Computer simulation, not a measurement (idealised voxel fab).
Module name: voxel ribs on slabs (process module)
Cross-section cut spans 185 nm and uses square cells 5 nm in size.
Bands, listed from the top down, are how a cross-section gets written in this document; the cross-section itself is a grid of square cells, and a band is one or more rows of them.
This entry defines a band. It first specifies the height of the band's top and the height of its bottom in nm, and then specifies the band's materials from left to right, stating each material with its width in nm. The word "full width" identifies a single material that fills the band from edge to edge, while the word "empty" identifies empty space.
Heights are reckoned from 0. Under this level, the received wafer is all of one material. The bottommost band is open-ended downward, for example "top 0, no bottom".
Think of "30..40" as a width that walks from the first number to the second as you go down the band, top row to bottom row, taking equal-sized steps from row to row.
"remained the same", as given for a step, is the statement that not any cell of the cross-section underwent a change during that step.
Under "Closed void roster" you'll find the enclosed gaps, the ones with no way out to the top, that are 8 cells or bigger; each reads width x height at distance, with distance counted from the left edge, everything in nm.
Formally, on a step line, whatever follows the settings is a remark that the simulator itself makes on the step.
Each step line may optionally specify "overlay nm", which for a step with a mask gives the rightward distance between the mask's planned place and where it lay, a negative value indicating the leftward direction.
### Steps in the process plan
1 op RECEIVE | material Si
2 op DIRECTIONAL_DEP | material SiO2 | thk nm 30
3 op DIRECTIONAL_DEP | material polySi | thk nm 20
4 op MASKED_ETCH | tone cover | mask id RIB | width nm 20 | etch materials polySi | depth nm 5 | overlay nm 0
5 op DIRECTIONAL_DEP | material aC | thk nm 15
6 op PATTERN | tone cover | mask id SLAB | material resist | width nm 50 | thk nm 30 | overlay nm 0
7 op DIRECTIONAL_ETCH | etch materials aC | depth nm 15
8 op STRIP | etch materials resist
9 op DIRECTIONAL_ETCH | etch materials polySi | depth nm 15
10 op STRIP | etch materials aC
11 op FILL_DEP | material SiO2 | thk nm 20
12 op CMP | height nm 60
13 op DIRECTIONAL_DEP | material W | thk nm 5
14 op MASKED_ETCH | tone cover | mask id HEATER | width nm 30 | etch materials W | depth nm 5 | overlay nm 0
15 op CONFORMAL_DEP | material SiO2 | thk nm 5
### Incoming wafer in cross-section (state: after step 1)
> top 0, no bottom  Si full width
> Closed void roster: none
### Cross-section, end of module. Start: as above. Plan: as above. Execution: one mistake
> top 70, bottom 65  70 of empty | 40 of SiO2 | 75 of empty
> top 65, bottom 60  75 of SiO2 | 30 of W | 80 of SiO2
> top 60, bottom 50  SiO2 full width
> top 50, bottom 45  80 of SiO2 | 25 of polySi | 80 of SiO2
> top 45, bottom 30  65 of SiO2 | 50 of polySi | 70 of SiO2
> top 30, bottom 0  SiO2 full width
> top 0, no bottom  Si full width
> Closed void roster: none
Run error: step 4 was run on a setting that differed from the plan, and what really ran there is op MASKED_ETCH | tone cover | mask id RIB | width nm 25 | etch materials polySi | depth nm 5 | overlay nm 0
